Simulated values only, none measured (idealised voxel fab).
voxel gate over fins: a process module
Square cell edge 5 nm, section width 255 nm, ID cut.
Throughout this document, each cross-section is represented as a grid of square cells and is presented as a sequence of bands enumerated from the top downward, where a band comprises one or more rows of cells. A band entry consists of two parts. The first gives the height of the band's top and the height of its bottom, in nm. The rest lists the band's materials from left to right, each with its width in nm. A single material labelled with the word "full width" fills the band from edge to edge, and the word "empty" marks empty space. The reference from which all heights are counted is 0, the level beneath which the as-received wafer is entirely one material; the lowest band, having no lower bound, proceeds downward and is written after the example "top 0, no bottom". Width "30 to 40": first value at the band's top row of cells, second value at its bottom row, equal change from row to row. When a step is marked "nothing got changed", none of the cells in the cross-section changed during that step. Look at "Tabulated closed voids" for the closed voids: empty spaces with no open path to the top, sized 8 cells or up. Each is width x height at distance, distance from the left edge, all nm. If you see something after the settings on a step's line, that's the simulator's own remark about that step. "overlay nm" denotes, for a step that has a mask, the displacement of the mask to the right of its planned place, with negative values corresponding to the left.

**Process steps (planned)**
1. RECEIVE (material Si)
2. CONFORMAL_DEP (material SiN; thk nm 10)
3. MASKED_ETCH (tone cover; mask id FINS; width nm 15; pitch nm 45; etch materials SiN; depth nm 10; overlay nm 0)
4. MASKED_ETCH (tone cover; mask id FINS; width nm 15; pitch nm 45; etch materials Si; depth nm 30; overlay nm 0)
5. OXIDIZE (depth nm 5)
6. FILL_DEP (material SiO2; thk nm 10)
7. CMP (height nm 10)
8. SELECTIVE_ETCH (etch materials SiO2; depth nm 25)
9. STRIP (etch materials SiN)
10. CONFORMAL_DEP (material HfO2; thk nm 5)
11. CONFORMAL_DEP (material TiN; thk nm 5)
12. FILL_DEP (material W; thk nm 15)
13. CMP (height nm 20)
14. CONFORMAL_DEP (material SiN; thk nm 10)

**Account of the first of two wafers, which was processed as intended**

**As-received wafer cross-section (after step 1)**
top 0, no bottom = Si full width
Tabulated closed voids: none

**Step 2 done - wafer cross-section**
top 10, bottom 0 = SiN full width
Anything lower than 0 is untouched.

**Step 3 done - wafer cross-section**
top 10, bottom 0 = 95 nm empty  15 nm SiN  30 nm empty  15 nm SiN  100 nm empty
Anything lower than 0 is untouched.

**Step 4 done - wafer cross-section**
top 10, bottom 0 = 95 nm empty  15 nm SiN  30 nm empty  15 nm SiN  100 nm empty
top 0, bottom -30 = 95 nm empty  15 nm Si  30 nm empty  15 nm Si  100 nm empty
Anything lower than -30 is untouched.

**Step 5 done - wafer cross-section**
top 10, bottom 0 = 95 nm empty  15 nm SiN  30 nm empty  15 nm SiN  100 nm empty
top 0, bottom -30 = 95 nm empty  5 nm SiO2  5 nm Si  5 nm SiO2  30 nm empty  5 nm SiO2  5 nm Si  5 nm SiO2  100 nm empty
top -30, bottom -35 = 100 nm SiO2  5 nm Si  40 nm SiO2  5 nm Si  105 nm SiO2
Anything lower than -35 is untouched.

**Step 6 done - wafer cross-section**
top 20, bottom 10 = SiO2 full width
top 10, bottom 0 = 95 nm SiO2  15 nm SiN  30 nm SiO2  15 nm SiN  100 nm SiO2
top 0, bottom -35 = 100 nm SiO2  5 nm Si  40 nm SiO2  5 nm Si  105 nm SiO2
Anything lower than -35 is untouched.

**Step 7 done - wafer cross-section**
top 10, bottom 0 = 95 nm SiO2  15 nm SiN  30 nm SiO2  15 nm SiN  100 nm SiO2
Anything lower than 0 is untouched.

**Step 8 done - wafer cross-section**
top 10, bottom 0 = 95 nm empty  15 nm SiN  30 nm empty  15 nm SiN  100 nm empty
top 0, bottom -15 = 100 nm empty  5 nm Si  40 nm empty  5 nm Si  105 nm empty
Anything lower than -15 is untouched.

**Step 9 done - wafer cross-section**
top 0, bottom -15 = 100 nm empty  5 nm Si  40 nm empty  5 nm Si  105 nm empty
Anything lower than -15 is untouched.

**Step 10 done - wafer cross-section**
top 5, bottom 0 = 95 nm empty  15 nm HfO2  30 nm empty  15 nm HfO2  100 nm empty
top 0, bottom -10 = 95 nm empty  5 nm HfO2  5 nm Si  5 nm HfO2  30 nm empty  5 nm HfO2  5 nm Si  5 nm HfO2  100 nm empty
top -10, bottom -15 = 100 nm HfO2  5 nm Si  40 nm HfO2  5 nm Si  105 nm HfO2
Anything lower than -15 is untouched.

**Step 11 done - wafer cross-section**
top 10, bottom 5 = 90 nm empty  25 nm TiN  20 nm empty  25 nm TiN  95 nm empty
top 5, bottom 0 = 90 nm empty  5 nm TiN  15 nm HfO2  5 nm TiN  20 nm empty  5 nm TiN  15 nm HfO2  5 nm TiN  95 nm empty
top 0, bottom -5 = 90 nm empty  5 nm TiN  5 nm HfO2  5 nm Si  5 nm HfO2  5 nm TiN  20 nm empty  5 nm TiN  5 nm HfO2  5 nm Si  5 nm HfO2  5 nm TiN  95 nm empty
top -5, bottom -10 = 95 nm TiN  5 nm HfO2  5 nm Si  5 nm HfO2  30 nm TiN  5 nm HfO2  5 nm Si  5 nm HfO2  100 nm TiN
Anything lower than -10 is untouched.

**Step 12 done - wafer cross-section**
top 25, bottom 10 = W full width
top 10, bottom 5 = 90 nm W  25 nm TiN  20 nm W  25 nm TiN  95 nm W
top 5, bottom 0 = 90 nm W  5 nm TiN  15 nm HfO2  5 nm TiN  20 nm W  5 nm TiN  15 nm HfO2  5 nm TiN  95 nm W
top 0, bottom -5 = 90 nm W  5 nm TiN  5 nm HfO2  5 nm Si  5 nm HfO2  5 nm TiN  20 nm W  5 nm TiN  5 nm HfO2  5 nm Si  5 nm HfO2  5 nm TiN  95 nm W
Anything lower than -5 is untouched.

**Step 13 done - wafer cross-section**
top 20, bottom 10 = W full width
Anything lower than 10 is untouched.

**Step 14 done - wafer cross-section**
top 30, bottom 20 = SiN full width
Anything lower than 20 is untouched.

**For the second wafer, take the first wafer's start and plan, then add one mistake made in running it; everything through step 3, that step included, is shared with the first**

**Second wafer, cross-section, planned end of step 4**
top 10, bottom 0 = 95 nm empty  15 nm SiN  30 nm empty  15 nm SiN  100 nm empty
top 0, bottom -20 = 95 nm empty  15 nm Si  30 nm empty  15 nm Si  100 nm empty
Anything lower than -20 is untouched.

**Second wafer, cross-section, planned end of step 5**
top 10, bottom 0 = 95 nm empty  15 nm SiN  30 nm empty  15 nm SiN  100 nm empty
top 0, bottom -20 = 95 nm empty  5 nm SiO2  5 nm Si  5 nm SiO2  30 nm empty  5 nm SiO2  5 nm Si  5 nm SiO2  100 nm empty
top -20, bottom -25 = 100 nm SiO2  5 nm Si  40 nm SiO2  5 nm Si  105 nm SiO2
Anything lower than -25 is untouched.

**Second wafer, cross-section, planned end of step 6**
top 20, bottom 10 = SiO2 full width
top 10, bottom 0 = 95 nm SiO2  15 nm SiN  30 nm SiO2  15 nm SiN  100 nm SiO2
top 0, bottom -25 = 100 nm SiO2  5 nm Si  40 nm SiO2  5 nm Si  105 nm SiO2
Anything lower than -25 is untouched.

**Second wafer, cross-section, planned end of step 7**
top 10, bottom 0 = 95 nm SiO2  15 nm SiN  30 nm SiO2  15 nm SiN  100 nm SiO2
Anything lower than 0 is untouched.

**Second wafer, cross-section, planned end of step 8**
top 10, bottom 0 = 95 nm empty  15 nm SiN  30 nm empty  15 nm SiN  100 nm empty
top 0, bottom -15 = 100 nm empty  5 nm Si  40 nm empty  5 nm Si  105 nm empty
Anything lower than -15 is untouched.

**Second wafer, cross-section, planned end of step 9**
top 0, bottom -15 = 100 nm empty  5 nm Si  40 nm empty  5 nm Si  105 nm empty
Anything lower than -15 is untouched.

**Second wafer, cross-section, planned end of step 10**
top 5, bottom 0 = 95 nm empty  15 nm HfO2  30 nm empty  15 nm HfO2  100 nm empty
top 0, bottom -10 = 95 nm empty  5 nm HfO2  5 nm Si  5 nm HfO2  30 nm empty  5 nm HfO2  5 nm Si  5 nm HfO2  100 nm empty
top -10, bottom -15 = 100 nm HfO2  5 nm Si  40 nm HfO2  5 nm Si  105 nm HfO2
Anything lower than -15 is untouched.

**Second wafer, cross-section, planned end of step 11**
top 10, bottom 5 = 90 nm empty  25 nm TiN  20 nm empty  25 nm TiN  95 nm empty
top 5, bottom 0 = 90 nm empty  5 nm TiN  15 nm HfO2  5 nm TiN  20 nm empty  5 nm TiN  15 nm HfO2  5 nm TiN  95 nm empty
top 0, bottom -5 = 90 nm empty  5 nm TiN  5 nm HfO2  5 nm Si  5 nm HfO2  5 nm TiN  20 nm empty  5 nm TiN  5 nm HfO2  5 nm Si  5 nm HfO2  5 nm TiN  95 nm empty
top -5, bottom -10 = 95 nm TiN  5 nm HfO2  5 nm Si  5 nm HfO2  30 nm TiN  5 nm HfO2  5 nm Si  5 nm HfO2  100 nm TiN
Anything lower than -10 is untouched.

**Second wafer, cross-section, planned end of step 12**
top 25, bottom 10 = W full width
top 10, bottom 5 = 90 nm W  25 nm TiN  20 nm W  25 nm TiN  95 nm W
top 5, bottom 0 = 90 nm W  5 nm TiN  15 nm HfO2  5 nm TiN  20 nm W  5 nm TiN  15 nm HfO2  5 nm TiN  95 nm W
top 0, bottom -5 = 90 nm W  5 nm TiN  5 nm HfO2  5 nm Si  5 nm HfO2  5 nm TiN  20 nm W  5 nm TiN  5 nm HfO2  5 nm Si  5 nm HfO2  5 nm TiN  95 nm W
Anything lower than -5 is untouched.

**Second wafer, cross-section, planned end of step 13**
top 20, bottom 10 = W full width
Anything lower than 10 is untouched.

**Second wafer, cross-section, planned end of step 14**
top 30, bottom 20 = SiN full width
Anything lower than 20 is untouched.
Which mistake was made when the wafer was run? step 4 off recipe, ran as MASKED_ETCH (tone cover; mask id FINS; width nm 15; pitch nm 45; etch materials Si; depth nm 20; overlay nm 0)
Bottom line after processing is that, in cells, the second wafer is up or down on some materials versus the first: Si +98; SiO2 -98
